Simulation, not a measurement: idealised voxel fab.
voxel self aligned contacts: a process module
In the cross-section labelled cut, the width is 160 nm and each square cell is 5 nm.
A cross-section in this document is a grid of square cells, and it is written down as bands, the top band listed before the ones below it; a band is made up of one or more rows of cells. A band entry consists of two parts. The first gives the height of the band's top and the height of its bottom, in nm. The rest lists the band's materials from left to right, each with its width in nm. A single material labelled with the word "all across" fills the band from edge to edge, and the word "blank" marks empty space. Note: height 0 marks the level under which the wafer is uniformly one material as received. Lowest band unbounded below, written "0 and below". The width entry "30 to 40" should be interpreted row by row: the top row of cells in the band takes the first number, the bottom row takes the second number, and the change between adjacent rows is uniform throughout. "no alterations made", as given for a step, is the statement that not any cell of the cross-section underwent a change during that step. Empty spaces without an open route to the top, at least 8 cells in extent, make up the entry "Unvented internal voids"; each is given as width x height at distance, where the distance is measured from the left edge, and all are in nm. Past the settings on a step's line: simulator remark, on that step. The setting "overlay nm" may be written on the line of a step. When the step uses a mask, the value reports how far to the right of the planned place the mask lay, and a negative value reports that it lay to the left.
Plan:
1: RECEIVE: material Si
2: CONFORMAL_DEP: material SiO2, thk nm 5
3: DIRECTIONAL_DEP: material polySi, thk nm 30
4: DIRECTIONAL_DEP: material SiN, thk nm 20
5: MASKED_ETCH: tone cover, mask id GATE, width nm 30, pitch nm 60, etch materials SiN, depth nm 20, overlay nm 0
6: MASKED_ETCH: tone cover, mask id GATE, width nm 30, pitch nm 60, etch materials polySi, depth nm 30, overlay nm 0
7: CONFORMAL_DEP: material SiN, thk nm 5
8: DIRECTIONAL_ETCH: etch materials SiN, depth nm 5
9: FILL_DEP: material SiO2, thk nm 20
10: CMP: height nm 65
11: DIRECTIONAL_DEP: material aC, thk nm 10
12: PATTERN: tone open, mask id CONTACT, material resist, width nm 40, thk nm 25, overlay nm 0
13: DIRECTIONAL_ETCH: etch materials aC, depth nm 10
14: STRIP: etch materials resist
15: DIRECTIONAL_ETCH: etch materials SiO2, depth nm 65
16: STRIP: etch materials aC
17: CONFORMAL_DEP: material TiN, thk nm 5
18: FILL_DEP: material Ru, thk nm 5
19: CMP: height nm 65
20: CONFORMAL_DEP: material SiCN, thk nm 5
The first of two wafers, run as planned:
Cross-section of the wafer as it came to us, i.e., already through step 1:
* 0 and below: Si all across
* Unvented internal voids: none
The following cross-section depicts the wafer upon completion of step 2:
* 5 down to 0: SiO2 all across
* Below 0, the layers are the same as they were.
The following cross-section depicts the wafer upon completion of step 3:
* 35 down to 5: polySi all across
* Below 5, the layers are the same as they were.
The following cross-section depicts the wafer upon completion of step 4:
* 55 down to 35: SiN all across
* Below 35, the layers are the same as they were.
The following cross-section depicts the wafer upon completion of step 5:
* 55 down to 35: blank: 35  SiN: 30  blank: 30  SiN: 30  blank: 35
* Below 35, the layers are the same as they were.
The following cross-section depicts the wafer upon completion of step 6:
* 55 down to 35: blank: 35  SiN: 30  blank: 30  SiN: 30  blank: 35
* 35 down to 5: blank: 35  polySi: 30  blank: 30  polySi: 30  blank: 35
* Below 5, the layers are the same as they were.
The following cross-section depicts the wafer upon completion of step 7:
* 60 down to 35: blank: 30  SiN: 40  blank: 20  SiN: 40  blank: 30
* 35 down to 10: blank: 30  SiN: 5  polySi: 30  SiN: 5  blank: 20  SiN: 5  polySi: 30  SiN: 5  blank: 30
* 10 down to 5: SiN: 35  polySi: 30  SiN: 30  polySi: 30  SiN: 35
* Below 5, the layers are the same as they were.
The following cross-section depicts the wafer upon completion of step 8:
* 55 down to 35: blank: 30  SiN: 40  blank: 20  SiN: 40  blank: 30
* 35 down to 5: blank: 30  SiN: 5  polySi: 30  SiN: 5  blank: 20  SiN: 5  polySi: 30  SiN: 5  blank: 30
* Below 5, the layers are the same as they were.
The following cross-section depicts the wafer upon completion of step 9:
* 75 down to 55: SiO2 all across
* 55 down to 35: SiO2: 30  SiN: 40  SiO2: 20  SiN: 40  SiO2: 30
* 35 down to 5: SiO2: 30  SiN: 5  polySi: 30  SiN: 5  SiO2: 20  SiN: 5  polySi: 30  SiN: 5  SiO2: 30
* Below 5, the layers are the same as they were.
The following cross-section depicts the wafer upon completion of step 10:
* 65 down to 55: SiO2 all across
* Below 55, the layers are the same as they were.
The following cross-section depicts the wafer upon completion of step 11:
* 75 down to 65: aC all across
* Below 65, the layers are the same as they were.
The following cross-section depicts the wafer upon completion of step 12:
* 100 down to 75: resist: 60  blank: 40  resist: 60
* Below 75, the layers are the same as they were.
The following cross-section depicts the wafer upon completion of step 13:
* 90 down to 75: resist: 60  blank: 40  resist: 60
* 75 down to 65: aC: 60  blank: 40  aC: 60
* Below 65, the layers are the same as they were.
The following cross-section depicts the wafer upon completion of step 14:
* 75 down to 65: aC: 60  blank: 40  aC: 60
* Below 65, the layers are the same as they were.
The following cross-section depicts the wafer upon completion of step 15:
* 75 down to 65: aC: 60  blank: 40  aC: 60
* 65 down to 55: SiO2: 60  blank: 40  SiO2: 60
* 55 down to 35: SiO2: 30  SiN: 40  blank: 20  SiN: 40  SiO2: 30
* 35 down to 5: SiO2: 30  SiN: 5  polySi: 30  SiN: 5  blank: 20  SiN: 5  polySi: 30  SiN: 5  SiO2: 30
* 5 down to 0: SiO2: 70  blank: 20  SiO2: 70
* Below 0, the layers are the same as they were.
The following cross-section depicts the wafer upon completion of step 16:
* 65 down to 55: SiO2: 60  blank: 40  SiO2: 60
* Below 55, the layers are the same as they were.
The following cross-section depicts the wafer upon completion of step 17:
* 70 down to 65: TiN: 65  blank: 30  TiN: 65
* 65 down to 55: SiO2: 60  TiN: 5 to 15  blank: 30 to 10  TiN: 5 to 15  SiO2: 60
* 55 down to 35: SiO2: 30  SiN: 40  TiN: 5  blank: 10  TiN: 5  SiN: 40  SiO2: 30
* 35 down to 5: SiO2: 30  SiN: 5  polySi: 30  SiN: 5  TiN: 5  blank: 10  TiN: 5  SiN: 5  polySi: 30  SiN: 5  SiO2: 30
* 5 down to 0: SiO2: 70  TiN: 20  SiO2: 70
* Below 0, the layers are the same as they were.
The following cross-section depicts the wafer upon completion of step 18:
* 75 down to 70: Ru all across
* 70 down to 65: TiN: 65  Ru: 30  TiN: 65
* 65 down to 55: SiO2: 60  TiN: 5 to 15  Ru: 30 to 10  TiN: 5 to 15  SiO2: 60
* 55 down to 35: SiO2: 30  SiN: 40  TiN: 5  Ru: 10  TiN: 5  SiN: 40  SiO2: 30
* 35 down to 5: SiO2: 30  SiN: 5  polySi: 30  SiN: 5  TiN: 5  Ru: 10  TiN: 5  SiN: 5  polySi: 30  SiN: 5  SiO2: 30
* Below 5, the layers are the same as they were.
The following cross-section depicts the wafer upon completion of step 19:
* 65 down to 55: SiO2: 60  TiN: 5 to 15  Ru: 30 to 10  TiN: 5 to 15  SiO2: 60
* Below 55, the layers are the same as they were.
The following cross-section depicts the wafer upon completion of step 20:
* 70 down to 65: SiCN all across
* Below 65, the layers are the same as they were.
Second Wafer (Identical Start and Plan, One Processing Error; Matches First Wafer Through Step 2):
Cross-section, second wafer, at the end time the plan gives for step 3:
* 65 down to 5: polySi all across
* Below 5, the layers are the same as they were.
Cross-section, second wafer, at the end time the plan gives for step 4:
* 85 down to 65: SiN all across
* Below 65, the layers are the same as they were.
Cross-section, second wafer, at the end time the plan gives for step 5:
* 85 down to 65: blank: 35  SiN: 30  blank: 30  SiN: 30  blank: 35
* Below 65, the layers are the same as they were.
Cross-section, second wafer, at the end time the plan gives for step 6:
* 85 down to 65: blank: 35  SiN: 30  blank: 30  SiN: 30  blank: 35
* 65 down to 35: blank: 35  polySi: 30  blank: 30  polySi: 30  blank: 35
* Below 35, the layers are the same as they were.
Cross-section, second wafer, at the end time the plan gives for step 7:
* 90 down to 65: blank: 30  SiN: 40  blank: 20  SiN: 40  blank: 30
* 65 down to 40: blank: 30  SiN: 5  polySi: 30  SiN: 5  blank: 20  SiN: 5  polySi: 30  SiN: 5  blank: 30
* 40 down to 35: SiN: 35  polySi: 30  SiN: 30  polySi: 30  SiN: 35
* Below 35, the layers are the same as they were.
Cross-section, second wafer, at the end time the plan gives for step 8:
* 85 down to 65: blank: 30  SiN: 40  blank: 20  SiN: 40  blank: 30
* 65 down to 35: blank: 30  SiN: 5  polySi: 30  SiN: 5  blank: 20  SiN: 5  polySi: 30  SiN: 5  blank: 30
* Below 35, the layers are the same as they were.
Cross-section, second wafer, at the end time the plan gives for step 9:
* 105 down to 85: SiO2 all across
* 85 down to 65: SiO2: 30  SiN: 40  SiO2: 20  SiN: 40  SiO2: 30
* 65 down to 35: SiO2: 30  SiN: 5  polySi: 30  SiN: 5  SiO2: 20  SiN: 5  polySi: 30  SiN: 5  SiO2: 30
* Below 35, the layers are the same as they were.
Cross-section, second wafer, at the end time the plan gives for step 10:
* 65 down to 35: SiO2: 30  SiN: 5  polySi: 30  SiN: 5  SiO2: 20  SiN: 5  polySi: 30  SiN: 5  SiO2: 30
* Below 35, the layers are the same as they were.
Cross-section, second wafer, at the end time the plan gives for step 11:
* 75 down to 65: aC all across
* Below 65, the layers are the same as they were.
Cross-section, second wafer, at the end time the plan gives for step 12:
* 100 down to 75: resist: 60  blank: 40  resist: 60
* Below 75, the layers are the same as they were.
Cross-section, second wafer, at the end time the plan gives for step 13:
* 90 down to 75: resist: 60  blank: 40  resist: 60
* 75 down to 65: aC: 60  blank: 40  aC: 60
* Below 65, the layers are the same as they were.
Cross-section, second wafer, at the end time the plan gives for step 14:
* 75 down to 65: aC: 60  blank: 40  aC: 60
* Below 65, the layers are the same as they were.
Cross-section, second wafer, at the end time the plan gives for step 15:
* 75 down to 65: aC: 60  blank: 40  aC: 60
* 65 down to 35: SiO2: 30  SiN: 5  polySi: 30  SiN: 5  blank: 20  SiN: 5  polySi: 30  SiN: 5  SiO2: 30
* Below 35, the layers are the same as they were.
Cross-section, second wafer, at the end time the plan gives for step 16:
* 65 down to 35: SiO2: 30  SiN: 5  polySi: 30  SiN: 5  blank: 20  SiN: 5  polySi: 30  SiN: 5  SiO2: 30
* Below 35, the layers are the same as they were.
Cross-section, second wafer, at the end time the plan gives for step 17:
* 70 down to 65: TiN: 75  blank: 10  TiN: 75
* 65 down to 40: SiO2: 30  SiN: 5  polySi: 30  SiN: 5  TiN: 5  blank: 10  TiN: 5  SiN: 5  polySi: 30  SiN: 5  SiO2: 30
* 40 down to 35: SiO2: 30  SiN: 5  polySi: 30  SiN: 5  TiN: 20  SiN: 5  polySi: 30  SiN: 5  SiO2: 30
* Below 35, the layers are the same as they were.
Cross-section, second wafer, at the end time the plan gives for step 18:
* 75 down to 70: Ru all across
* 70 down to 65: TiN: 75  Ru: 10  TiN: 75
* 65 down to 40: SiO2: 30  SiN: 5  polySi: 30  SiN: 5  TiN: 5  Ru: 10  TiN: 5  SiN: 5  polySi: 30  SiN: 5  SiO2: 30
* Below 40, the layers are the same as they were.
Cross-section, second wafer, at the end time the plan gives for step 19:
* 65 down to 40: SiO2: 30  SiN: 5  polySi: 30  SiN: 5  TiN: 5  Ru: 10  TiN: 5  SiN: 5  polySi: 30  SiN: 5  SiO2: 30
* Below 40, the layers are the same as they were.
Cross-section, second wafer, at the end time the plan gives for step 20:
* 70 down to 65: SiCN all across
* Below 65, the layers are the same as they were.
Here's what went sideways: yeah, plan step 3 got run twice
Final comparison by cell count, materials where the second wafer has more or fewer than the first: 18 fewer of Ru | 64 fewer of SiN | 92 fewer of SiO2 | 18 fewer of TiN | 192 more of polySi
